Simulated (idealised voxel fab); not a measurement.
process module | voxel capacitor over wiring
cross-section cut | 280 nm wide | cells 5 nm
A cross-section is a grid of square cells, given in bands from the top down. A band is one or more rows of cells.
Each band's line starts with the height of the band's top and of its bottom, in nm. Then come its materials from left to right, each with its width in nm. One material with "throughout" fills the band from edge to edge. "air" is empty space.
Height 0 is the level under which the wafer as received is all one material. The lowest band goes on downwards, as in "0 down".
A width such as "30 to 40" changes by the same amount from each row of cells to the next, from the band's top row to its bottom row.
"no change" after a step means that no cell of the cross-section changed.
closed voids: empty space of 8 cells or more with no open way to the top, each as width x height at its distance from the left edge, in nm
after a step's settings: what the simulator itself notes on the step
overlay nm, on a step with a mask: how far to the right of its planned place the mask lay; to the left if negative
plan
1 op RECEIVE | material Si
2 op CONFORMAL_DEP | material SiO2 | thk nm 10
3 op CONFORMAL_DEP | material SiN | thk nm 5
4 op DIRECTIONAL_DEP | material lowk | thk nm 25
5 op PATTERN | tone open | mask id METAL_1 | material resist | width nm 30 | pitch nm 80 | thk nm 20 | overlay nm 0
6 op DIRECTIONAL_ETCH | etch materials lowk | depth nm 25
7 op DIRECTIONAL_ETCH | etch materials SiN | depth nm 5
8 op STRIP | etch materials resist
9 op CONFORMAL_DEP | material TiN | thk nm 5
10 op FILL_DEP | material Cu | thk nm 10
11 op CMP | height nm 40
12 op CONFORMAL_DEP | material SiCN | thk nm 5
13 op DIRECTIONAL_DEP | material lowk | thk nm 20
14 op DIRECTIONAL_DEP | material aC | thk nm 15
15 op PATTERN | tone open | mask id PLUG_1 | material resist | width nm 15 | thk nm 35 | overlay nm 0
16 op DIRECTIONAL_ETCH | etch materials aC | depth nm 15
17 op STRIP | etch materials resist
18 op DIRECTIONAL_ETCH | etch materials lowk | depth nm 20
19 op DIRECTIONAL_ETCH | etch materials SiCN | depth nm 5
20 op STRIP | etch materials aC
21 op CONFORMAL_DEP | material TiN | thk nm 5
22 op FILL_DEP | material Ru | thk nm 10
23 op CMP | height nm 65
24 op DIRECTIONAL_DEP | material TiN | thk nm 10
25 op DIRECTIONAL_DEP | material HfO2 | thk nm 5
26 op DIRECTIONAL_DEP | material TiN | thk nm 5
27 op PATTERN | tone cover | mask id UPPER_PLATE | material resist | width nm 55 | thk nm 15 | overlay nm 0
28 op DIRECTIONAL_ETCH | etch materials TiN | depth nm 5
29 op DIRECTIONAL_ETCH | etch materials HfO2 | depth nm 5
30 op STRIP | etch materials resist
31 op PATTERN | tone cover | mask id LOWER_PLATE | material resist | width nm 65 | thk nm 15 | overlay nm 0
32 op DIRECTIONAL_ETCH | etch materials TiN | depth nm 10
33 op STRIP | etch materials resist
34 op FILL_DEP | material SiO2 | thk nm 20
35 op CMP | height nm 100
36 op PATTERN | tone open | mask id PLUG_2 | material resist | width nm 15 | thk nm 20 | overlay nm 0
37 op DIRECTIONAL_ETCH | etch materials SiO2 | depth nm 15
38 op STRIP | etch materials resist
39 op CONFORMAL_DEP | material TiN | thk nm 5
40 op FILL_DEP | material Ru | thk nm 10
41 op CMP | height nm 100
42 op CONFORMAL_DEP | material SiN | thk nm 5
as received, after step 1
  0 down: Si throughout
  closed voids: none
a wafer at the end: this start, this plan, one mistake
  105 to 100: SiN throughout
  100 to 90: SiO2 110 | TiN 5 | Ru 5 | TiN 5 | SiO2 155
  90 to 80: SiO2 110 to 100 | TiN 15 to 55 | SiO2 155 to 125
  80 to 75: SiO2 100 | HfO2 55 | SiO2 125
  75 to 65: SiO2 90 | TiN 75 | SiO2 115
  65 to 45: lowk 100 | TiN 5 | Ru 5 | TiN 5 | lowk 165
  45 to 40: SiCN 100 | TiN 15 | SiCN 165
  40 to 15: lowk 85 | TiN 5 | Cu 20 | TiN 5 | lowk 50 | TiN 5 | Cu 20 | TiN 5 | lowk 85
  15 to 10: SiN 85 | TiN 30 | SiN 50 | TiN 30 | SiN 85
  10 to 0: SiO2 throughout
  0 down: Si throughout
  closed voids: none
what went wrong: step 31 ran as: op PATTERN | tone cover | mask id LOWER_PLATE | material resist | width nm 75 | thk nm 15 | overlay nm 0
